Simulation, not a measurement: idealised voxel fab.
process module | voxel released beams
cross-section cut | 280 nm wide | cells 5 nm
Cross-section = grid of square cells, listed top down in bands; band = one or more rows. The band entry comprises the height of the band's top followed by the height of its bottom, expressed in nm, and subsequently the band's materials from left to right, each stated together with its width in nm. Where a single material is marked with the word "everywhere", that material fills the band from edge to edge. The word "blank" represents empty space. A quick word on heights: they are counted from 0, and under that level the wafer as it came to us is one material throughout. The lowest band is different from the rest in having no bottom; it simply continues downward, written as in "z 0 and below". With a width like "30..40", each row of cells in the band differs from the next by the same amount, the top row carrying the first number and the bottom row the second. Key: "everything unchanged" - step with no changed cell in the cross-section. Under "Closed empty spaces" you'll find the enclosed gaps, the ones with no way out to the top, that are 8 cells or bigger; each reads width x height at distance, with distance counted from the left edge, everything in nm. Heads up: the bit after the settings on a step's line is the simulator's remark on that step. A step's line can hold "overlay nm"; with a mask on that step, the setting says how far right of the planned place the mask lay, while a negative setting says it lay to the left.
## List of planned process steps
1 op RECEIVE | material Si
2 op CONFORMAL_DEP | material SiN | thk nm 10
3 op DIRECTIONAL_DEP | material SiO2 | thk nm 15
4 op MASKED_ETCH | tone open | mask id ANCHOR | width nm 40 | etch materials SiO2 | depth nm 15 | overlay nm 0
5 op CONFORMAL_DEP | material W | thk nm 15
6 op DIRECTIONAL_DEP | material aC | thk nm 10
7 op PATTERN | tone cover | mask id BEAM | material resist | width nm 120 | thk nm 25 | overlay nm -15
8 op DIRECTIONAL_ETCH | etch materials aC | depth nm 10
9 op STRIP | etch materials resist
10 op DIRECTIONAL_ETCH | etch materials W | depth nm 15
11 op STRIP | etch materials aC
12 op STRIP | etch materials SiO2
varied across the wafers: overlay nm of step 7. The plan shows the first wafer's value. All wafers start alike
## As-received state after step 1, first of several wafers, cross-section
	z 0 and below | Si everywhere
	Closed empty spaces: none
## First of several wafers: cross-section at the end of the module, after step 12, its last step
	z 40 to 25 | blank 60; W 35; blank 10; W 75; blank 100
	z 25 to 10 | blank 80; W 40; blank 160
	z 10 to 0 | SiN everywhere
	z 0 and below | Si everywhere
	Closed empty spaces: none
## Last wafer of the set, cross-sectioned at end of module
	z 40 to 25 | blank 90; W 5; blank 10; W 105; blank 70
	z 25 to 10 | blank 80; W 40; blank 160
	z 10 to 0 | SiN everywhere
	z 0 and below | Si everywhere
	Closed empty spaces: none
## Quick key for the table: a row per wafer, taken at the end of the module. For each material it tells you how many cells the wafer gained (+) or lost (-) since it came in, and the closed voids come after
overlay nm -15; +112 SiN; +90 W; Closed empty spaces: none
overlay nm -10; +112 SiN; +90 W; Closed empty spaces: none
overlay nm -5; +112 SiN; +90 W; Closed empty spaces: none
overlay nm 0; +112 SiN; +90 W; Closed empty spaces: none
overlay nm 5; +112 SiN; +90 W; Closed empty spaces: none
overlay nm 10; +112 SiN; +90 W; Closed empty spaces: none
overlay nm 15; +112 SiN; +90 W; Closed empty spaces: none
